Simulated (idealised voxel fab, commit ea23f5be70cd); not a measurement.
Module name: voxel air gaps (process module)
In the cross-section labelled cut, the width is 195 nm and each square cell is 5 nm.
When this document writes out a cross-section, it uses a grid of square cells and lists it as bands, beginning at the top and moving down, with a band standing for one or more rows of cells. Top height, bottom height, nm. Materials left to right, width each, nm. Single material + "throughout" = fills band edge to edge. "blank" = empty. For the purposes of this specification, 0 denotes the height below which the wafer in its as-received condition is composed wholly of one material, and the lowermost band, lacking a lower limit, extends downward without end, as expressed in "top 0, no bottom". A width such as "30->40" changes by the same amount from each row of cells to the next, from the band's top row to its bottom row. Any step labelled "nothing altered" changed none of the cells in the cross-section. "Enclosed cavities" lists enclosed empty spaces (at least 8 cells, no open path upward to the top), each as width x height at distance from the left edge, in nm. Formally, on a step line, whatever follows the settings is a remark that the simulator itself makes on the step. The line of a step may include "overlay nm". On a step with a mask, this value is how far to the right of its planned place the mask lay. A negative value means the mask lay to the left.

Below is the list of planned process steps
step 1: op RECEIVE | material Si
step 2: op CONFORMAL_DEP | material SiO2 | thk nm 10
step 3: op CONFORMAL_DEP | material SiN | thk nm 5
step 4: op DIRECTIONAL_DEP | material lowk | thk nm 35
step 5: op DIRECTIONAL_DEP | material aC | thk nm 15
step 6: op PATTERN | tone open | mask id LINES | material resist | width nm 15 | pitch nm 45 | thk nm 30 | overlay nm 0
step 7: op DIRECTIONAL_ETCH | etch materials aC | depth nm 15
step 8: op STRIP | etch materials resist
step 9: op DIRECTIONAL_ETCH | etch materials lowk | depth nm 35
step 10: op STRIP | etch materials aC
step 11: op CONFORMAL_DEP | material TiN | thk nm 5
step 12: op FILL_DEP | material Cu | thk nm 5
step 13: op CMP | height nm 50
step 14: op EPI | material Ru | thk nm 10
step 15: op SELECTIVE_ETCH | etch materials lowk | depth nm 45
step 16: op CONFORMAL_DEP | material SiN | thk nm 5
The plan shows the width nm of step 6 as the first wafer had it; this setting differs between the wafers, which start out alike.

The first of several wafers in cross-section, exactly as it reached us after step 1
    top 0, no bottom  Si throughout
    Enclosed cavities: none

Per-wafer rows below. For each material: cells gained (+) or lost (-) since the wafer was received, as of end of module. Then: closed voids
width nm 15 | +18 Cu | +42 Ru | +156 SiN | +78 SiO2 | +45 TiN | Enclosed cavities: 20 x 25 at 65; 20 x 25 at 110
width nm 20 | +36 Cu | +48 Ru | +148 SiN | +78 SiO2 | +48 TiN | Enclosed cavities: 15 x 25 at 70; 15 x 25 at 115
width nm 25 | +54 Cu | +54 Ru | +104 SiN | +78 SiO2 | +51 TiN | +56 lowk | Enclosed cavities: none
width nm 30 | +72 Cu | +56 Ru | +104 SiN | +78 SiO2 | +54 TiN | +42 lowk | Enclosed cavities: none
